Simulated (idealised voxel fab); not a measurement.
Process module, titled voxel air gaps
Each square cell in cross-section cut measures 5 nm, and the section as a whole is 165 nm wide.
Cross-section layout: square cells on a grid; listed as bands, top to bottom; a band spans one or more cell rows.
Band: top height; bottom height; in nm. Then, left to right: material with width in nm, for each material. "all across": a single material spanning edge to edge. "empty": empty space.
Measure heights from 0. That's the level where, below it, the as-received wafer is all one material. The lowest band is bottomless and extends downward; write it as in "0 nm and below".
With a width like "30..40", each row of cells in the band differs from the next by the same amount, the top row carrying the first number and the bottom row the second.
Where a step carries "everything unchanged", the cross-section came out of it unchanged, cell for cell.
In the "Trapped voids" entry, you get each enclosed empty space of 8 cells or more, one with no open way to the top, written width x height at distance, distance from the left edge, in nm.
It should be noted that, on the line of a given step, the content following the step's settings is a remark produced by the simulator itself with respect to that step.
Among the settings permitted on a step's line is "overlay nm"; applied to a step with a mask, it specifies the extent to which the mask lay to the right of its planned position, whereas a negative figure signifies a position to the left.
Set out below are the planned steps of the process:
- 1: RECEIVE, material Si
- 2: CONFORMAL_DEP, material SiO2, thk nm 10
- 3: CONFORMAL_DEP, material SiN, thk nm 5
- 4: DIRECTIONAL_DEP, material lowk, thk nm 35
- 5: PATTERN, tone open, mask id LINES, material resist, width nm 15, pitch nm 40, thk nm 15, overlay nm 0
- 6: DIRECTIONAL_ETCH, etch materials lowk, depth nm 35
- 7: STRIP, etch materials resist
- 8: CONFORMAL_DEP, material TiN, thk nm 5
- 9: FILL_DEP, material W, thk nm 5
- 10: CMP, height nm 50
- 11: EPI, material Ru, thk nm 10
- 12: SELECTIVE_ETCH, etch materials lowk, depth nm 45
- 13: CONFORMAL_DEP, material SiCN, thk nm 5
Cross-sectional view of the wafer in its as-received condition, corresponding to the state after step 1:
  0 nm and below  Si all across
  Trapped voids: none
Wafer at module end, in section. Began as above, planned as above, run with one mistake:
  65 nm to 60 nm  15 nm empty; 135 nm SiCN; 15 nm empty
  60 nm to 50 nm  15 nm empty; 5 nm SiCN; 125 nm Ru; 5 nm SiCN; 15 nm empty
  50 nm to 45 nm  15 nm empty; 15 nm SiCN; 5 nm TiN; 15 nm W; 5 nm TiN; 15 nm lowk; 5 nm TiN; 15 nm W; 5 nm TiN; 15 nm lowk; 5 nm TiN; 15 nm W; 5 nm TiN; 15 nm SiCN; 15 nm empty
  45 nm to 20 nm  25 nm empty; 5 nm SiCN; 5 nm TiN; 15 nm W; 5 nm TiN; 15 nm lowk; 5 nm TiN; 15 nm W; 5 nm TiN; 15 nm lowk; 5 nm TiN; 15 nm W; 5 nm TiN; 5 nm SiCN; 25 nm empty
  20 nm to 15 nm  30 nm SiCN; 25 nm TiN; 15 nm lowk; 25 nm TiN; 15 nm lowk; 25 nm TiN; 30 nm SiCN
  15 nm to 10 nm  SiN all across
  10 nm to 0 nm  SiO2 all across
  0 nm and below  Si all across
  Trapped voids: none
It is concluded that the wafer was processed incorrectly with respect to the plan, in that step 5 off recipe, ran as PATTERN, tone open, mask id LINES, material resist, width nm 25, pitch nm 40, thk nm 15, overlay nm 0
